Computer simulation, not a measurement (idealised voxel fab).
process module | voxel gate over fins
cross-section cut | 280 nm wide | cells 5 nm
A cross-section is a grid of square cells, given in bands from the top down. A band is one or more rows of cells.
Each band's line starts with the height of the band's top and of its bottom, in nm. Then come its materials from left to right, each with its width in nm. One material with "throughout" fills the band from edge to edge. "air" is empty space.
Height 0 is the level under which the wafer as received is all one material. The lowest band goes on downwards, as in "0 down".
A width such as "30 to 40" changes by the same amount from each row of cells to the next, from the band's top row to its bottom row.
"no change" after a step means that no cell of the cross-section changed.
closed voids: empty space of 8 cells or more with no open way to the top, each as width x height at its distance from the left edge, in nm
after a step's settings: what the simulator itself notes on the step
overlay nm, on a step with a mask: how far to the right of its planned place the mask lay; to the left if negative
plan
1 op RECEIVE | material Si
2 op CONFORMAL_DEP | material SiN | thk nm 10
3 op DIRECTIONAL_DEP | material aC | thk nm 15
4 op PATTERN | tone cover | mask id FINS | material resist | width nm 15 | pitch nm 50 | thk nm 30 | overlay nm 0
5 op DIRECTIONAL_ETCH | etch materials aC | depth nm 15
6 op STRIP | etch materials resist
7 op DIRECTIONAL_ETCH | etch materials SiN | depth nm 10
8 op DIRECTIONAL_ETCH | etch materials Si | depth nm 30
9 op STRIP | etch materials aC
10 op OXIDIZE | depth nm 5
11 op FILL_DEP | material SiO2 | thk nm 15
12 op CMP | height nm 10
13 op MASKED_ETCH | tone open | mask id RAIL | width nm 15 | etch materials SiO2 | depth nm 35 | overlay nm 0
14 op CONFORMAL_DEP | material TiN | thk nm 5
15 op FILL_DEP | material W | thk nm 5
16 op CMP | height nm 10
17 op SELECTIVE_ETCH | etch materials W Ru TiN | depth nm 25
18 op FILL_DEP | material SiO2 | thk nm 5
19 op CMP | height nm 10
20 op SELECTIVE_ETCH | etch materials SiO2 | depth nm 20
21 op STRIP | etch materials SiN
22 op CONFORMAL_DEP | material HfO2 | thk nm 5
23 op CONFORMAL_DEP | material TiN | thk nm 5
24 op FILL_DEP | material W | thk nm 15
25 op CMP | height nm 20
26 op CONFORMAL_DEP | material SiN | thk nm 5
as received, after step 1
  0 down: Si throughout
  closed voids: none
a wafer at the end: this start, this plan, one mistake
  25 to 20: SiN throughout
  20 to 10: W throughout
  10 to 5: TiN throughout
  5 to 0: HfO2 throughout
  0 to -15: SiO2 60 | Si 5 | SiO2 45 | Si 5 | SiO2 45 | Si 5 | SiO2 45 | Si 5 | SiO2 65
  -15 to -20: SiO2 60 | Si 5 | SiO2 15 | TiN 5 | W 5 | TiN 5 | SiO2 15 | Si 5 | SiO2 45 | Si 5 | SiO2 45 | Si 5 | SiO2 65
  -20 to -25: SiO2 60 | Si 5 | SiO2 15 | TiN 15 | SiO2 15 | Si 5 | SiO2 45 | Si 5 | SiO2 45 | Si 5 | SiO2 65
  -25 to -35: SiO2 60 | Si 5 | SiO2 45 | Si 5 | SiO2 45 | Si 5 | SiO2 45 | Si 5 | SiO2 65
  -35 down: Si throughout
  closed voids: none
what went wrong: step 20 ran as: op SELECTIVE_ETCH | etch materials SiO2 | depth nm 10
